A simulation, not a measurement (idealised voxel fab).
A process module follows: voxel wiring stack.
Each square cell in cross-section cut measures 5 nm, and the section as a whole is 210 nm wide.
Bands, listed from the top down, are how a cross-section gets written in this document; the cross-section itself is a grid of square cells, and a band is one or more rows of them. Read a band's entry like this: the first values are the height of its top and the height of its bottom in nm, and what follows is the sequence of materials from left to right, each with its width in nm. Note that "blank" is empty space, and that a single material marked "everywhere" reaches across the band from edge to edge. Convention: height 0 is the level below which the wafer, as received, is all one material. The lowest band does not terminate at the bottom but continues downward, represented as "0 and below". The two numbers in a width such as "30..40" mark its ends across the band: the first belongs to the top row of cells, the second to the bottom row, and from each row to the next the width moves by the same amount. Key: "no change occurred" - step with no changed cell in the cross-section. Listed in "Encapsulated voids": every empty space of 8 or more cells without an open way to the top. Form: width x height at distance, the distance being from the left edge, all in nm. Whatever follows a step's settings on its line is a remark the simulator itself makes about that step. "overlay nm" on a masked step: distance the mask lay right of its planned place, negative for left.
[Steps in the process plan]
1 RECEIVE | material Si
2 CONFORMAL_DEP | material SiO2 | thk nm 10
3 CONFORMAL_DEP | material SiN | thk nm 5
4 DIRECTIONAL_DEP | material lowk | thk nm 25
5 DIRECTIONAL_DEP | material aC | thk nm 15
6 PATTERN | tone open | mask id METAL_1 | material resist | width nm 30 | pitch nm 45 | thk nm 30 | overlay nm 0
7 DIRECTIONAL_ETCH | etch materials aC | depth nm 15
8 STRIP | etch materials resist
9 DIRECTIONAL_ETCH | etch materials lowk | depth nm 25
10 DIRECTIONAL_ETCH | etch materials SiN | depth nm 5
11 STRIP | etch materials aC
12 CONFORMAL_DEP | material TiN | thk nm 5
13 FILL_DEP | material Cu | thk nm 5
14 CMP | height nm 40
15 CONFORMAL_DEP | material SiCN | thk nm 5
16 DIRECTIONAL_DEP | material lowk | thk nm 35
17 DIRECTIONAL_DEP | material aC | thk nm 15
18 PATTERN | tone open | mask id METAL_2_HOLES | material resist | width nm 15 | thk nm 35 | overlay nm 0
19 DIRECTIONAL_ETCH | etch materials aC | depth nm 15
20 STRIP | etch materials resist
21 DIRECTIONAL_ETCH | etch materials lowk | depth nm 35
22 STRIP | etch materials aC
23 DIRECTIONAL_DEP | material aC | thk nm 15
24 PATTERN | tone open | mask id METAL_2 | material resist | width nm 30 | pitch nm 45 | thk nm 30 | overlay nm 0
25 DIRECTIONAL_ETCH | etch materials aC | depth nm 15
26 STRIP | etch materials resist
27 DIRECTIONAL_ETCH | etch materials lowk | depth nm 20
28 DIRECTIONAL_ETCH | etch materials SiCN | depth nm 5
29 STRIP | etch materials aC
30 CONFORMAL_DEP | material TiN | thk nm 5
31 FILL_DEP | material Cu | thk nm 5
32 CMP | height nm 80
33 CONFORMAL_DEP | material SiCN | thk nm 5
34 DIRECTIONAL_DEP | material SiO2 | thk nm 15
35 MASKED_ETCH | tone open | mask id PLUG_2 | width nm 15 | etch materials SiO2 | depth nm 15 | overlay nm 0
36 MASKED_ETCH | tone open | mask id PLUG_2 | width nm 15 | etch materials SiCN | depth nm 5 | overlay nm 0
37 EPI | material Ru | thk nm 10
38 EPI | material Ru | thk nm 10
39 CONFORMAL_DEP | material SiN | thk nm 5
40 DIRECTIONAL_DEP | material lowk | thk nm 20
41 PATTERN | tone open | mask id METAL_3 | material resist | width nm 30 | pitch nm 45 | thk nm 20 | overlay nm 0
42 DIRECTIONAL_ETCH | etch materials lowk | depth nm 20
43 DIRECTIONAL_ETCH | etch materials SiN | depth nm 5
44 STRIP | etch materials resist
45 CONFORMAL_DEP | material TiN | thk nm 5
46 FILL_DEP | material W | thk nm 5
47 CMP | height nm 125
48 CONFORMAL_DEP | material SiCN | thk nm 5
[First of two wafers - as planned]
[Wafer as received: cross-section following step 1]
- 0 and below | Si everywhere
- Encapsulated voids: none
[Cross-section of the wafer subsequent to step 2]
- 10 down to 0 | SiO2 everywhere
- Below a height of 0, the structure has not been altered.
[Cross-section of the wafer subsequent to step 3]
- 15 down to 10 | SiN everywhere
- Below a height of 10, the structure has not been altered.
[Cross-section of the wafer subsequent to step 4]
- 40 down to 15 | lowk everywhere
- Below a height of 15, the structure has not been altered.
[Cross-section of the wafer subsequent to step 5]
- 55 down to 40 | aC everywhere
- Below a height of 40, the structure has not been altered.
[Cross-section of the wafer subsequent to step 6]
- 85 down to 55 | 65 nm resist; 30 nm blank; 15 nm resist; 30 nm blank; 70 nm resist
- Below a height of 55, the structure has not been altered.
[Cross-section of the wafer subsequent to step 7]
- 70 down to 55 | 65 nm resist; 30 nm blank; 15 nm resist; 30 nm blank; 70 nm resist
- 55 down to 40 | 65 nm aC; 30 nm blank; 15 nm aC; 30 nm blank; 70 nm aC
- Below a height of 40, the structure has not been altered.
[Cross-section of the wafer subsequent to step 8]
- 55 down to 40 | 65 nm aC; 30 nm blank; 15 nm aC; 30 nm blank; 70 nm aC
- Below a height of 40, the structure has not been altered.
[Cross-section of the wafer subsequent to step 9]
- 55 down to 40 | 65 nm aC; 30 nm blank; 15 nm aC; 30 nm blank; 70 nm aC
- 40 down to 15 | 65 nm lowk; 30 nm blank; 15 nm lowk; 30 nm blank; 70 nm lowk
- Below a height of 15, the structure has not been altered.
[Cross-section of the wafer subsequent to step 10]
- 55 down to 40 | 65 nm aC; 30 nm blank; 15 nm aC; 30 nm blank; 70 nm aC
- 40 down to 15 | 65 nm lowk; 30 nm blank; 15 nm lowk; 30 nm blank; 70 nm lowk
- 15 down to 10 | 65 nm SiN; 30 nm blank; 15 nm SiN; 30 nm blank; 70 nm SiN
- Below a height of 10, the structure has not been altered.
[Cross-section of the wafer subsequent to step 11]
- 40 down to 15 | 65 nm lowk; 30 nm blank; 15 nm lowk; 30 nm blank; 70 nm lowk
- Below a height of 15, the structure has not been altered.
[Cross-section of the wafer subsequent to step 12]
- 45 down to 40 | 70 nm TiN; 20 nm blank; 25 nm TiN; 20 nm blank; 75 nm TiN
- 40 down to 15 | 65 nm lowk; 5 nm TiN; 20 nm blank; 5 nm TiN; 15 nm lowk; 5 nm TiN; 20 nm blank; 5 nm TiN; 70 nm lowk
- 15 down to 10 | 65 nm SiN; 30 nm TiN; 15 nm SiN; 30 nm TiN; 70 nm SiN
- Below a height of 10, the structure has not been altered.
[Cross-section of the wafer subsequent to step 13]
- 50 down to 45 | Cu everywhere
- 45 down to 40 | 70 nm TiN; 20 nm Cu; 25 nm TiN; 20 nm Cu; 75 nm TiN
- 40 down to 15 | 65 nm lowk; 5 nm TiN; 20 nm Cu; 5 nm TiN; 15 nm lowk; 5 nm TiN; 20 nm Cu; 5 nm TiN; 70 nm lowk
- Below a height of 15, the structure has not been altered.
[Cross-section of the wafer subsequent to step 14]
- 40 down to 15 | 65 nm lowk; 5 nm TiN; 20 nm Cu; 5 nm TiN; 15 nm lowk; 5 nm TiN; 20 nm Cu; 5 nm TiN; 70 nm lowk
- Below a height of 15, the structure has not been altered.
[Cross-section of the wafer subsequent to step 15]
- 45 down to 40 | SiCN everywhere
- Below a height of 40, the structure has not been altered.
[Cross-section of the wafer subsequent to step 16]
- 80 down to 45 | lowk everywhere
- Below a height of 45, the structure has not been altered.
[Cross-section of the wafer subsequent to step 17]
- 95 down to 80 | aC everywhere
- Below a height of 80, the structure has not been altered.
[Cross-section of the wafer subsequent to step 18]
- 130 down to 95 | 65 nm resist; 15 nm blank; 130 nm resist
- Below a height of 95, the structure has not been altered.
[Cross-section of the wafer subsequent to step 19]
- 115 down to 95 | 65 nm resist; 15 nm blank; 130 nm resist
- 95 down to 80 | 65 nm aC; 15 nm blank; 130 nm aC
- Below a height of 80, the structure has not been altered.
[Cross-section of the wafer subsequent to step 20]
- 95 down to 80 | 65 nm aC; 15 nm blank; 130 nm aC
- Below a height of 80, the structure has not been altered.
[Cross-section of the wafer subsequent to step 21]
- 95 down to 80 | 65 nm aC; 15 nm blank; 130 nm aC
- 80 down to 45 | 65 nm lowk; 15 nm blank; 130 nm lowk
- Below a height of 45, the structure has not been altered.
[Cross-section of the wafer subsequent to step 22]
- 80 down to 45 | 65 nm lowk; 15 nm blank; 130 nm lowk
- Below a height of 45, the structure has not been altered.
[Cross-section of the wafer subsequent to step 23]
- 95 down to 80 | 65 nm aC; 15 nm blank; 130 nm aC
- 80 down to 60 | 65 nm lowk; 15 nm blank; 130 nm lowk
- 60 down to 45 | 65 nm lowk; 15 nm aC; 130 nm lowk
- Below a height of 45, the structure has not been altered.
[Cross-section of the wafer subsequent to step 24]
- 125 down to 95 | 65 nm resist; 30 nm blank; 15 nm resist; 30 nm blank; 70 nm resist
- Below a height of 95, the structure has not been altered.
[Cross-section of the wafer subsequent to step 25]
- 110 down to 95 | 65 nm resist; 30 nm blank; 15 nm resist; 30 nm blank; 70 nm resist
- 95 down to 80 | 65 nm aC; 30 nm blank; 15 nm aC; 30 nm blank; 70 nm aC
- 80 down to 45 | 65 nm lowk; 15 nm blank; 130 nm lowk
- Below a height of 45, the structure has not been altered.
[Cross-section of the wafer subsequent to step 26]
- 95 down to 80 | 65 nm aC; 30 nm blank; 15 nm aC; 30 nm blank; 70 nm aC
- Below a height of 80, the structure has not been altered.
[Cross-section of the wafer subsequent to step 27]
- 95 down to 80 | 65 nm aC; 30 nm blank; 15 nm aC; 30 nm blank; 70 nm aC
- 80 down to 60 | 65 nm lowk; 30 nm blank; 15 nm lowk; 30 nm blank; 70 nm lowk
- Below a height of 60, the structure has not been altered.
[Cross-section of the wafer subsequent to step 28]
- 95 down to 80 | 65 nm aC; 30 nm blank; 15 nm aC; 30 nm blank; 70 nm aC
- 80 down to 60 | 65 nm lowk; 30 nm blank; 15 nm lowk; 30 nm blank; 70 nm lowk
- 60 down to 45 | 65 nm lowk; 15 nm blank; 130 nm lowk
- 45 down to 40 | 65 nm SiCN; 15 nm blank; 130 nm SiCN
- Below a height of 40, the structure has not been altered.
[Cross-section of the wafer subsequent to step 29]
- 80 down to 60 | 65 nm lowk; 30 nm blank; 15 nm lowk; 30 nm blank; 70 nm lowk
- Below a height of 60, the structure has not been altered.
[Cross-section of the wafer subsequent to step 30]
- 85 down to 80 | 70 nm TiN; 20 nm blank; 25 nm TiN; 20 nm blank; 75 nm TiN
- 80 down to 65 | 65 nm lowk; 5 nm TiN; 20 nm blank; 5 nm TiN; 15 nm lowk; 5 nm TiN; 20 nm blank; 5 nm TiN; 70 nm lowk
- 65 down to 60 | 65 nm lowk; 5 nm TiN; 5 nm blank; 20 nm TiN; 15 nm lowk; 30 nm TiN; 70 nm lowk
- 60 down to 45 | 65 nm lowk; 5 nm TiN; 5 nm blank; 5 nm TiN; 130 nm lowk
- 45 down to 40 | 65 nm SiCN; 15 nm TiN; 130 nm SiCN
- Below a height of 40, the structure has not been altered.
[Cross-section of the wafer subsequent to step 31]
- 90 down to 85 | Cu everywhere
- 85 down to 80 | 70 nm TiN; 20 nm Cu; 25 nm TiN; 20 nm Cu; 75 nm TiN
- 80 down to 65 | 65 nm lowk; 5 nm TiN; 20 nm Cu; 5 nm TiN; 15 nm lowk; 5 nm TiN; 20 nm Cu; 5 nm TiN; 70 nm lowk
- 65 down to 60 | 65 nm lowk; 5 nm TiN; 5 nm Cu; 20 nm TiN; 15 nm lowk; 30 nm TiN; 70 nm lowk
- 60 down to 45 | 65 nm lowk; 5 nm TiN; 5 nm Cu; 5 nm TiN; 130 nm lowk
- Below a height of 45, the structure has not been altered.
[Cross-section of the wafer subsequent to step 32]
- 80 down to 65 | 65 nm lowk; 5 nm TiN; 20 nm Cu; 5 nm TiN; 15 nm lowk; 5 nm TiN; 20 nm Cu; 5 nm TiN; 70 nm lowk
- Below a height of 65, the structure has not been altered.
[Cross-section of the wafer subsequent to step 33]
- 85 down to 80 | SiCN everywhere
- Below a height of 80, the structure has not been altered.
[Cross-section of the wafer subsequent to step 34]
- 100 down to 85 | SiO2 everywhere
- Below a height of 85, the structure has not been altered.
[Cross-section of the wafer subsequent to step 35]
- 100 down to 85 | 65 nm SiO2; 15 nm blank; 130 nm SiO2
- Below a height of 85, the structure has not been altered.
[Cross-section of the wafer subsequent to step 36]
- 100 down to 85 | 65 nm SiO2; 15 nm blank; 130 nm SiO2
- 85 down to 80 | 65 nm SiCN; 15 nm blank; 130 nm SiCN
- Below a height of 80, the structure has not been altered.
[Cross-section of the wafer subsequent to step 37]
- 100 down to 90 | 65 nm SiO2; 15 nm blank; 130 nm SiO2
- 90 down to 85 | 65 nm SiO2; 15 nm Ru; 130 nm SiO2
- 85 down to 80 | 65 nm SiCN; 15 nm Ru; 130 nm SiCN
- Below a height of 80, the structure has not been altered.
[Cross-section of the wafer subsequent to step 38]
- 100 down to 85 | 65 nm SiO2; 15 nm Ru; 130 nm SiO2
- Below a height of 85, the structure has not been altered.
[Cross-section of the wafer subsequent to step 39]
- 105 down to 100 | SiN everywhere
- Below a height of 100, the structure has not been altered.
[Cross-section of the wafer subsequent to step 40]
- 125 down to 105 | lowk everywhere
- Below a height of 105, the structure has not been altered.
[Cross-section of the wafer subsequent to step 41]
- 145 down to 125 | 65 nm resist; 30 nm blank; 15 nm resist; 30 nm blank; 70 nm resist
- Below a height of 125, the structure has not been altered.
[Cross-section of the wafer subsequent to step 42]
- 145 down to 125 | 65 nm resist; 30 nm blank; 15 nm resist; 30 nm blank; 70 nm resist
- 125 down to 105 | 65 nm lowk; 30 nm blank; 15 nm lowk; 30 nm blank; 70 nm lowk
- Below a height of 105, the structure has not been altered.
[Cross-section of the wafer subsequent to step 43]
- 145 down to 125 | 65 nm resist; 30 nm blank; 15 nm resist; 30 nm blank; 70 nm resist
- 125 down to 105 | 65 nm lowk; 30 nm blank; 15 nm lowk; 30 nm blank; 70 nm lowk
- 105 down to 100 | 65 nm SiN; 30 nm blank; 15 nm SiN; 30 nm blank; 70 nm SiN
- Below a height of 100, the structure has not been altered.
[Cross-section of the wafer subsequent to step 44]
- 125 down to 105 | 65 nm lowk; 30 nm blank; 15 nm lowk; 30 nm blank; 70 nm lowk
- Below a height of 105, the structure has not been altered.
[Cross-section of the wafer subsequent to step 45]
- 130 down to 125 | 70 nm TiN; 20 nm blank; 25 nm TiN; 20 nm blank; 75 nm TiN
- 125 down to 105 | 65 nm lowk; 5 nm TiN; 20 nm blank; 5 nm TiN; 15 nm lowk; 5 nm TiN; 20 nm blank; 5 nm TiN; 70 nm lowk
- 105 down to 100 | 65 nm SiN; 30 nm TiN; 15 nm SiN; 30 nm TiN; 70 nm SiN
- Below a height of 100, the structure has not been altered.
[Cross-section of the wafer subsequent to step 46]
- 135 down to 130 | W everywhere
- 130 down to 125 | 70 nm TiN; 20 nm W; 25 nm TiN; 20 nm W; 75 nm TiN
- 125 down to 105 | 65 nm lowk; 5 nm TiN; 20 nm W; 5 nm TiN; 15 nm lowk; 5 nm TiN; 20 nm W; 5 nm TiN; 70 nm lowk
- Below a height of 105, the structure has not been altered.
[Cross-section of the wafer subsequent to step 47]
- 125 down to 105 | 65 nm lowk; 5 nm TiN; 20 nm W; 5 nm TiN; 15 nm lowk; 5 nm TiN; 20 nm W; 5 nm TiN; 70 nm lowk
- Below a height of 105, the structure has not been altered.
[Cross-section of the wafer subsequent to step 48]
- 130 down to 125 | SiCN everywhere
- Below a height of 125, the structure has not been altered.
[The Second Wafer: Common Origin and Plan, One Mistake in Execution, Identical to the First Through Step 36]
[Cross-sectional view of the second wafer at the intended end time of process step 38]
- 110 down to 100 | 55 nm blank; 35 nm Ru; 120 nm blank
- 100 down to 85 | 65 nm SiO2; 15 nm Ru; 130 nm SiO2
- 85 down to 80 | 65 nm SiCN; 15 nm Ru; 130 nm SiCN
- Below a height of 80, the structure has not been altered.
[Cross-sectional view of the second wafer at the intended end time of process step 39]
- 115 down to 110 | 50 nm blank; 45 nm SiN; 115 nm blank
- 110 down to 105 | 50 nm blank; 5 nm SiN; 35 nm Ru; 5 nm SiN; 115 nm blank
- 105 down to 100 | 55 nm SiN; 35 nm Ru; 120 nm SiN
- Below a height of 100, the structure has not been altered.
[Cross-sectional view of the second wafer at the intended end time of process step 40]
- 135 down to 125 | 50 nm blank; 45 nm lowk; 115 nm blank
- 125 down to 115 | lowk everywhere
- 115 down to 110 | 50 nm lowk; 45 nm SiN; 115 nm lowk
- 110 down to 105 | 50 nm lowk; 5 nm SiN; 35 nm Ru; 5 nm SiN; 115 nm lowk
- Below a height of 105, the structure has not been altered.
[Cross-sectional view of the second wafer at the intended end time of process step 41]
- 155 down to 135 | 65 nm resist; 30 nm blank; 15 nm resist; 30 nm blank; 70 nm resist
- 135 down to 125 | 50 nm resist; 45 nm lowk; 15 nm resist; 30 nm blank; 70 nm resist
- Below a height of 125, the structure has not been altered.
[Cross-sectional view of the second wafer at the intended end time of process step 42]
- 155 down to 135 | 65 nm resist; 30 nm blank; 15 nm resist; 30 nm blank; 70 nm resist
- 135 down to 125 | 50 nm resist; 15 nm lowk; 30 nm blank; 15 nm resist; 30 nm blank; 70 nm resist
- 125 down to 115 | 65 nm lowk; 30 nm blank; 15 nm lowk; 30 nm blank; 70 nm lowk
- 115 down to 110 | 50 nm lowk; 45 nm SiN; 15 nm lowk; 30 nm blank; 70 nm lowk
- 110 down to 105 | 50 nm lowk; 5 nm SiN; 35 nm Ru; 5 nm SiN; 15 nm lowk; 30 nm blank; 70 nm lowk
- Below a height of 105, the structure has not been altered.
[Cross-sectional view of the second wafer at the intended end time of process step 43]
- 155 down to 135 | 65 nm resist; 30 nm blank; 15 nm resist; 30 nm blank; 70 nm resist
- 135 down to 125 | 50 nm resist; 15 nm lowk; 30 nm blank; 15 nm resist; 30 nm blank; 70 nm resist
- 125 down to 115 | 65 nm lowk; 30 nm blank; 15 nm lowk; 30 nm blank; 70 nm lowk
- 115 down to 110 | 50 nm lowk; 15 nm SiN; 30 nm blank; 15 nm lowk; 30 nm blank; 70 nm lowk
- 110 down to 105 | 50 nm lowk; 5 nm SiN; 35 nm Ru; 5 nm SiN; 15 nm lowk; 30 nm blank; 70 nm lowk
- 105 down to 100 | 55 nm SiN; 35 nm Ru; 20 nm SiN; 30 nm blank; 70 nm SiN
- Below a height of 100, the structure has not been altered.
[Cross-sectional view of the second wafer at the intended end time of process step 44]
- 135 down to 125 | 50 nm blank; 15 nm lowk; 145 nm blank
- Below a height of 125, the structure has not been altered.
[Cross-sectional view of the second wafer at the intended end time of process step 45]
- 140 down to 135 | 45 nm blank; 25 nm TiN; 140 nm blank
- 135 down to 130 | 45 nm blank; 5 nm TiN; 15 nm lowk; 5 nm TiN; 140 nm blank
- 130 down to 125 | 50 nm TiN; 15 nm lowk; 5 nm TiN; 20 nm blank; 25 nm TiN; 20 nm blank; 75 nm TiN
- 125 down to 115 | 65 nm lowk; 5 nm TiN; 20 nm blank; 5 nm TiN; 15 nm lowk; 5 nm TiN; 20 nm blank; 5 nm TiN; 70 nm lowk
- 115 down to 110 | 50 nm lowk; 15 nm SiN; 30 nm TiN; 15 nm lowk; 5 nm TiN; 20 nm blank; 5 nm TiN; 70 nm lowk
- 110 down to 105 | 50 nm lowk; 5 nm SiN; 35 nm Ru; 5 nm SiN; 15 nm lowk; 5 nm TiN; 20 nm blank; 5 nm TiN; 70 nm lowk
- 105 down to 100 | 55 nm SiN; 35 nm Ru; 20 nm SiN; 30 nm TiN; 70 nm SiN
- Below a height of 100, the structure has not been altered.
[Cross-sectional view of the second wafer at the intended end time of process step 46]
- 145 down to 140 | W everywhere
- 140 down to 135 | 45 nm W; 25 nm TiN; 140 nm W
- 135 down to 130 | 45 nm W; 5 nm TiN; 15 nm lowk; 5 nm TiN; 140 nm W
- 130 down to 125 | 50 nm TiN; 15 nm lowk; 5 nm TiN; 20 nm W; 25 nm TiN; 20 nm W; 75 nm TiN
- 125 down to 115 | 65 nm lowk; 5 nm TiN; 20 nm W; 5 nm TiN; 15 nm lowk; 5 nm TiN; 20 nm W; 5 nm TiN; 70 nm lowk
- 115 down to 110 | 50 nm lowk; 15 nm SiN; 30 nm TiN; 15 nm lowk; 5 nm TiN; 20 nm W; 5 nm TiN; 70 nm lowk
- 110 down to 105 | 50 nm lowk; 5 nm SiN; 35 nm Ru; 5 nm SiN; 15 nm lowk; 5 nm TiN; 20 nm W; 5 nm TiN; 70 nm lowk
- Below a height of 105, the structure has not been altered.
[Cross-sectional view of the second wafer at the intended end time of process step 47]
- 125 down to 115 | 65 nm lowk; 5 nm TiN; 20 nm W; 5 nm TiN; 15 nm lowk; 5 nm TiN; 20 nm W; 5 nm TiN; 70 nm lowk
- Below a height of 115, the structure has not been altered.
[Cross-sectional view of the second wafer at the intended end time of process step 48]
- 130 down to 125 | SiCN everywhere
- Below a height of 125, the structure has not been altered.
Plan not followed: one of steps 37 and 38 got run twice, and since they're all the same there's no telling which
At the finish, the second wafer shows more or fewer cells for some materials than the first does: Ru: 14 more; SiN: 4 more; TiN: 4 fewer; W: 8 fewer; lowk: 6 fewer
